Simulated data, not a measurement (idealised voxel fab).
This section sets out a process module, namely voxel capacitor over wiring.
Displayed cross-section: cut, width of 145 nm, square cells sized 5 nm.
Each cross-section below is a grid of square cells, stated as bands in top-down order, with one or more rows of cells making up each band. Top, bottom (nm), then materials left to right with widths (nm); lone material tagged "throughout" fills the whole band edge to edge; "air" = empty space. Height reference: 0 = level under which incoming wafer is all one material. Lowest band: no bottom, runs on downward, e.g. "0 and below". Read "30->40" as a graded width: first number on top, second number at the bottom, same change between each pair of neighbouring rows. Basically "nothing changed" means that step didn't change any cell in the cross-section. The entry "Closed internal voids" lists the empty spaces that cover at least 8 cells and have no open path to the top. Each is written as width x height at distance, where the distance is measured from the left edge and all three values are in nm. Past the settings on a step's line: simulator remark, on that step. On any step carrying a mask, the "overlay nm" setting, if present on the step's line, tells how far right of its planned place the mask lay; negative values point to the left.
[plan]
1. RECEIVE, material Si
2. CONFORMAL_DEP, material SiO2, thk nm 10
3. CONFORMAL_DEP, material SiN, thk nm 5
4. DIRECTIONAL_DEP, material SiO2, thk nm 15
5. PATTERN, tone open, mask id METAL_1, material resist, width nm 20, pitch nm 75, thk nm 15, overlay nm 0
6. DIRECTIONAL_ETCH, etch materials SiO2, depth nm 15
7. DIRECTIONAL_ETCH, etch materials SiN, depth nm 5
8. STRIP, etch materials resist
9. CONFORMAL_DEP, material TiN, thk nm 5
10. FILL_DEP, material Cu, thk nm 5
11. CMP, height nm 30
12. CONFORMAL_DEP, material SiCN, thk nm 5
13. DIRECTIONAL_DEP, material SiO2, thk nm 20
14. PATTERN, tone open, mask id PLUG_1, material resist, width nm 15, thk nm 15, overlay nm 0
15. DIRECTIONAL_ETCH, etch materials SiO2, depth nm 20
16. DIRECTIONAL_ETCH, etch materials SiCN, depth nm 5
17. STRIP, etch materials resist
18. CONFORMAL_DEP, material TiN, thk nm 5
19. FILL_DEP, material Cu, thk nm 10
20. CMP, height nm 55
21. DIRECTIONAL_DEP, material TiN, thk nm 5
22. DIRECTIONAL_DEP, material SiN, thk nm 5
23. DIRECTIONAL_DEP, material TiN, thk nm 5
24. PATTERN, tone cover, mask id UPPER_PLATE, material resist, width nm 60, thk nm 15, overlay nm 0
25. DIRECTIONAL_ETCH, etch materials TiN, depth nm 5
26. DIRECTIONAL_ETCH, etch materials SiN, depth nm 5
27. STRIP, etch materials resist
28. PATTERN, tone cover, mask id LOWER_PLATE, material resist, width nm 70, thk nm 20, overlay nm 0
29. DIRECTIONAL_ETCH, etch materials TiN, depth nm 5
30. STRIP, etch materials resist
31. FILL_DEP, material SiO2, thk nm 20
32. CMP, height nm 85
33. PATTERN, tone open, mask id PLUG_2, material resist, width nm 15, thk nm 15, overlay nm 0
34. DIRECTIONAL_ETCH, etch materials SiO2, depth nm 15
35. STRIP, etch materials resist
36. CONFORMAL_DEP, material TiN, thk nm 5
37. FILL_DEP, material Ru, thk nm 10
38. CMP, height nm 85
39. CONFORMAL_DEP, material SiN, thk nm 5
[Run as planned: first of two wafers]
[As-received state of the wafer in cross-section, equivalent to post-step 1]
* 0 and below = Si throughout
* Closed internal voids: none
[Once step 2 is through, the wafer looks like this in cross-section]
* 10 down to 0 = SiO2 throughout
* Below 0, no change.
[Once step 3 is through, the wafer looks like this in cross-section]
* 15 down to 10 = SiN throughout
* Below 10, no change.
[Once step 4 is through, the wafer looks like this in cross-section]
* 30 down to 15 = SiO2 throughout
* Below 15, no change.
[Once step 5 is through, the wafer looks like this in cross-section]
* 45 down to 30 = resist=25; air=20; resist=55; air=20; resist=25
* Below 30, no change.
[Once step 6 is through, the wafer looks like this in cross-section]
* 45 down to 30 = resist=25; air=20; resist=55; air=20; resist=25
* 30 down to 15 = SiO2=25; air=20; SiO2=55; air=20; SiO2=25
* Below 15, no change.
[Once step 7 is through, the wafer looks like this in cross-section]
* 45 down to 30 = resist=25; air=20; resist=55; air=20; resist=25
* 30 down to 15 = SiO2=25; air=20; SiO2=55; air=20; SiO2=25
* 15 down to 10 = SiN=25; air=20; SiN=55; air=20; SiN=25
* Below 10, no change.
[Once step 8 is through, the wafer looks like this in cross-section]
* 30 down to 15 = SiO2=25; air=20; SiO2=55; air=20; SiO2=25
* Below 15, no change.
[Once step 9 is through, the wafer looks like this in cross-section]
* 35 down to 30 = TiN=30; air=10; TiN=65; air=10; TiN=30
* 30 down to 15 = SiO2=25; TiN=5; air=10; TiN=5; SiO2=55; TiN=5; air=10; TiN=5; SiO2=25
* 15 down to 10 = SiN=25; TiN=20; SiN=55; TiN=20; SiN=25
* Below 10, no change.
[Once step 10 is through, the wafer looks like this in cross-section]
* 40 down to 35 = Cu throughout
* 35 down to 30 = TiN=30; Cu=10; TiN=65; Cu=10; TiN=30
* 30 down to 15 = SiO2=25; TiN=5; Cu=10; TiN=5; SiO2=55; TiN=5; Cu=10; TiN=5; SiO2=25
* Below 15, no change.
[Once step 11 is through, the wafer looks like this in cross-section]
* 30 down to 15 = SiO2=25; TiN=5; Cu=10; TiN=5; SiO2=55; TiN=5; Cu=10; TiN=5; SiO2=25
* Below 15, no change.
[Once step 12 is through, the wafer looks like this in cross-section]
* 35 down to 30 = SiCN throughout
* Below 30, no change.
[Once step 13 is through, the wafer looks like this in cross-section]
* 55 down to 35 = SiO2 throughout
* Below 35, no change.
[Once step 14 is through, the wafer looks like this in cross-section]
* 70 down to 55 = resist=30; air=15; resist=100
* Below 55, no change.
[Once step 15 is through, the wafer looks like this in cross-section]
* 70 down to 55 = resist=30; air=15; resist=100
* 55 down to 35 = SiO2=30; air=15; SiO2=100
* Below 35, no change.
[Once step 16 is through, the wafer looks like this in cross-section]
* 70 down to 55 = resist=30; air=15; resist=100
* 55 down to 35 = SiO2=30; air=15; SiO2=100
* 35 down to 30 = SiCN=30; air=15; SiCN=100
* Below 30, no change.
[Once step 17 is through, the wafer looks like this in cross-section]
* 55 down to 35 = SiO2=30; air=15; SiO2=100
* Below 35, no change.
[Once step 18 is through, the wafer looks like this in cross-section]
* 60 down to 55 = TiN=35; air=5; TiN=105
* 55 down to 35 = SiO2=30; TiN=5; air=5; TiN=5; SiO2=100
* 35 down to 30 = SiCN=30; TiN=15; SiCN=100
* Below 30, no change.
[Once step 19 is through, the wafer looks like this in cross-section]
* 70 down to 60 = Cu throughout
* 60 down to 55 = TiN=35; Cu=5; TiN=105
* 55 down to 35 = SiO2=30; TiN=5; Cu=5; TiN=5; SiO2=100
* Below 35, no change.
[Once step 20 is through, the wafer looks like this in cross-section]
* 55 down to 35 = SiO2=30; TiN=5; Cu=5; TiN=5; SiO2=100
* Below 35, no change.
[Once step 21 is through, the wafer looks like this in cross-section]
* 60 down to 55 = TiN throughout
* Below 55, no change.
[Once step 22 is through, the wafer looks like this in cross-section]
* 65 down to 60 = SiN throughout
* Below 60, no change.
[Once step 23 is through, the wafer looks like this in cross-section]
* 70 down to 65 = TiN throughout
* Below 65, no change.
[Once step 24 is through, the wafer looks like this in cross-section]
* 85 down to 70 = air=30; resist=60; air=55
* Below 70, no change.
[Once step 25 is through, the wafer looks like this in cross-section]
* 85 down to 70 = air=30; resist=60; air=55
* 70 down to 65 = air=30; TiN=60; air=55
* Below 65, no change.
[Once step 26 is through, the wafer looks like this in cross-section]
* 85 down to 70 = air=30; resist=60; air=55
* 70 down to 65 = air=30; TiN=60; air=55
* 65 down to 60 = air=30; SiN=60; air=55
* Below 60, no change.
[Once step 27 is through, the wafer looks like this in cross-section]
* 70 down to 65 = air=30; TiN=60; air=55
* Below 65, no change.
[Once step 28 is through, the wafer looks like this in cross-section]
* 90 down to 70 = air=25; resist=70; air=50
* 70 down to 65 = air=25; resist=5; TiN=60; resist=5; air=50
* 65 down to 60 = air=25; resist=5; SiN=60; resist=5; air=50
* Below 60, no change.
[Once step 29 is through, the wafer looks like this in cross-section]
* 90 down to 70 = air=25; resist=70; air=50
* 70 down to 65 = air=25; resist=5; TiN=60; resist=5; air=50
* 65 down to 60 = air=25; resist=5; SiN=60; resist=5; air=50
* 60 down to 55 = air=25; TiN=70; air=50
* Below 55, no change.
[Once step 30 is through, the wafer looks like this in cross-section]
* 70 down to 65 = air=30; TiN=60; air=55
* 65 down to 60 = air=30; SiN=60; air=55
* Below 60, no change.
[Once step 31 is through, the wafer looks like this in cross-section]
* 90 down to 70 = SiO2 throughout
* 70 down to 65 = SiO2=30; TiN=60; SiO2=55
* 65 down to 60 = SiO2=30; SiN=60; SiO2=55
* 60 down to 55 = SiO2=25; TiN=70; SiO2=50
* Below 55, no change.
[Once step 32 is through, the wafer looks like this in cross-section]
* 85 down to 70 = SiO2 throughout
* Below 70, no change.
[Once step 33 is through, the wafer looks like this in cross-section]
* 100 down to 85 = resist=40; air=15; resist=90
* Below 85, no change.
[Once step 34 is through, the wafer looks like this in cross-section]
* 100 down to 85 = resist=40; air=15; resist=90
* 85 down to 70 = SiO2=40; air=15; SiO2=90
* Below 70, no change.
[Once step 35 is through, the wafer looks like this in cross-section]
* 85 down to 70 = SiO2=40; air=15; SiO2=90
* Below 70, no change.
[Once step 36 is through, the wafer looks like this in cross-section]
* 90 down to 85 = TiN=45; air=5; TiN=95
* 85 down to 75 = SiO2=40; TiN=5; air=5; TiN=5; SiO2=90
* 75 down to 65 = SiO2=40->30; TiN=15->60; SiO2=90->55
* Below 65, no change.
[Once step 37 is through, the wafer looks like this in cross-section]
* 100 down to 90 = Ru throughout
* 90 down to 85 = TiN=45; Ru=5; TiN=95
* 85 down to 75 = SiO2=40; TiN=5; Ru=5; TiN=5; SiO2=90
* Below 75, no change.
[Once step 38 is through, the wafer looks like this in cross-section]
* 85 down to 75 = SiO2=40; TiN=5; Ru=5; TiN=5; SiO2=90
* Below 75, no change.
[Once step 39 is through, the wafer looks like this in cross-section]
* 90 down to 85 = SiN throughout
* Below 85, no change.
[Second wafer - shared start and plan with the first - one error in running - same as the first up to step 10 inclusive]
[The second wafer in cross-section, at the planned close of step 11]
* 25 down to 15 = SiO2=25; TiN=5; Cu=10; TiN=5; SiO2=55; TiN=5; Cu=10; TiN=5; SiO2=25
* Below 15, no change.
[The second wafer in cross-section, at the planned close of step 12]
* 30 down to 25 = SiCN throughout
* Below 25, no change.
[The second wafer in cross-section, at the planned close of step 13]
* 50 down to 30 = SiO2 throughout
* Below 30, no change.
[The second wafer in cross-section, at the planned close of step 14]
* 65 down to 50 = resist=30; air=15; resist=100
* Below 50, no change.
[The second wafer in cross-section, at the planned close of step 15]
* 65 down to 50 = resist=30; air=15; resist=100
* 50 down to 30 = SiO2=30; air=15; SiO2=100
* Below 30, no change.
[The second wafer in cross-section, at the planned close of step 16]
* 65 down to 50 = resist=30; air=15; resist=100
* 50 down to 30 = SiO2=30; air=15; SiO2=100
* 30 down to 25 = SiCN=30; air=15; SiCN=100
* Below 25, no change.
[The second wafer in cross-section, at the planned close of step 17]
* 50 down to 30 = SiO2=30; air=15; SiO2=100
* Below 30, no change.
[The second wafer in cross-section, at the planned close of step 18]
* 55 down to 50 = TiN=35; air=5; TiN=105
* 50 down to 30 = SiO2=30; TiN=5; air=5; TiN=5; SiO2=100
* 30 down to 25 = SiCN=30; TiN=15; SiCN=100
* Below 25, no change.
[The second wafer in cross-section, at the planned close of step 19]
* 65 down to 55 = Cu throughout
* 55 down to 50 = TiN=35; Cu=5; TiN=105
* 50 down to 30 = SiO2=30; TiN=5; Cu=5; TiN=5; SiO2=100
* Below 30, no change.
[The second wafer in cross-section, at the planned close of step 20]
* 55 down to 50 = TiN=35; Cu=5; TiN=105
* Below 50, no change.
[The second wafer in cross-section, at the planned close of step 21]
* 60 down to 55 = TiN throughout
* Below 55, no change.
[The second wafer in cross-section, at the planned close of step 22]
* 65 down to 60 = SiN throughout
* Below 60, no change.
[The second wafer in cross-section, at the planned close of step 23]
* 70 down to 65 = TiN throughout
* Below 65, no change.
[The second wafer in cross-section, at the planned close of step 24]
* 85 down to 70 = air=30; resist=60; air=55
* Below 70, no change.
[The second wafer in cross-section, at the planned close of step 25]
* 85 down to 70 = air=30; resist=60; air=55
* 70 down to 65 = air=30; TiN=60; air=55
* Below 65, no change.
[The second wafer in cross-section, at the planned close of step 26]
* 85 down to 70 = air=30; resist=60; air=55
* 70 down to 65 = air=30; TiN=60; air=55
* 65 down to 60 = air=30; SiN=60; air=55
* Below 60, no change.
[The second wafer in cross-section, at the planned close of step 27]
* 70 down to 65 = air=30; TiN=60; air=55
* Below 65, no change.
[The second wafer in cross-section, at the planned close of step 28]
* 90 down to 70 = air=25; resist=70; air=50
* 70 down to 65 = air=25; resist=5; TiN=60; resist=5; air=50
* 65 down to 60 = air=25; resist=5; SiN=60; resist=5; air=50
* Below 60, no change.
[The second wafer in cross-section, at the planned close of step 29]
* 90 down to 70 = air=25; resist=70; air=50
* 70 down to 65 = air=25; resist=5; TiN=60; resist=5; air=50
* 65 down to 60 = air=25; resist=5; SiN=60; resist=5; air=50
* 60 down to 55 = air=25; TiN=70; air=50
* Below 55, no change.
[The second wafer in cross-section, at the planned close of step 30]
* 70 down to 65 = air=30; TiN=60; air=55
* 65 down to 60 = air=30; SiN=60; air=55
* Below 60, no change.
[The second wafer in cross-section, at the planned close of step 31]
* 90 down to 70 = SiO2 throughout
* 70 down to 65 = SiO2=30; TiN=60; SiO2=55
* 65 down to 60 = SiO2=30; SiN=60; SiO2=55
* 60 down to 55 = SiO2=25; TiN=70; SiO2=50
* Below 55, no change.
[The second wafer in cross-section, at the planned close of step 32]
* 85 down to 70 = SiO2 throughout
* Below 70, no change.
[The second wafer in cross-section, at the planned close of step 33]
* 100 down to 85 = resist=40; air=15; resist=90
* Below 85, no change.
[The second wafer in cross-section, at the planned close of step 34]
* 100 down to 85 = resist=40; air=15; resist=90
* 85 down to 70 = SiO2=40; air=15; SiO2=90
* Below 70, no change.
[The second wafer in cross-section, at the planned close of step 35]
* 85 down to 70 = SiO2=40; air=15; SiO2=90
* Below 70, no change.
[The second wafer in cross-section, at the planned close of step 36]
* 90 down to 85 = TiN=45; air=5; TiN=95
* 85 down to 75 = SiO2=40; TiN=5; air=5; TiN=5; SiO2=90
* 75 down to 65 = SiO2=40->30; TiN=15->60; SiO2=90->55
* Below 65, no change.
[The second wafer in cross-section, at the planned close of step 37]
* 100 down to 90 = Ru throughout
* 90 down to 85 = TiN=45; Ru=5; TiN=95
* 85 down to 75 = SiO2=40; TiN=5; Ru=5; TiN=5; SiO2=90
* Below 75, no change.
[The second wafer in cross-section, at the planned close of step 38]
* 85 down to 75 = SiO2=40; TiN=5; Ru=5; TiN=5; SiO2=90
* Below 75, no change.
[The second wafer in cross-section, at the planned close of step 39]
* 90 down to 85 = SiN throughout
* Below 85, no change.
Against the plan, the run slipped here: step 11 was run on a setting that differed from the plan, and what really ran there is CMP, height nm 25
The second wafer ends with more or fewer cells of some materials than the first, per final count: Cu -3, SiO2 -21, TiN +24
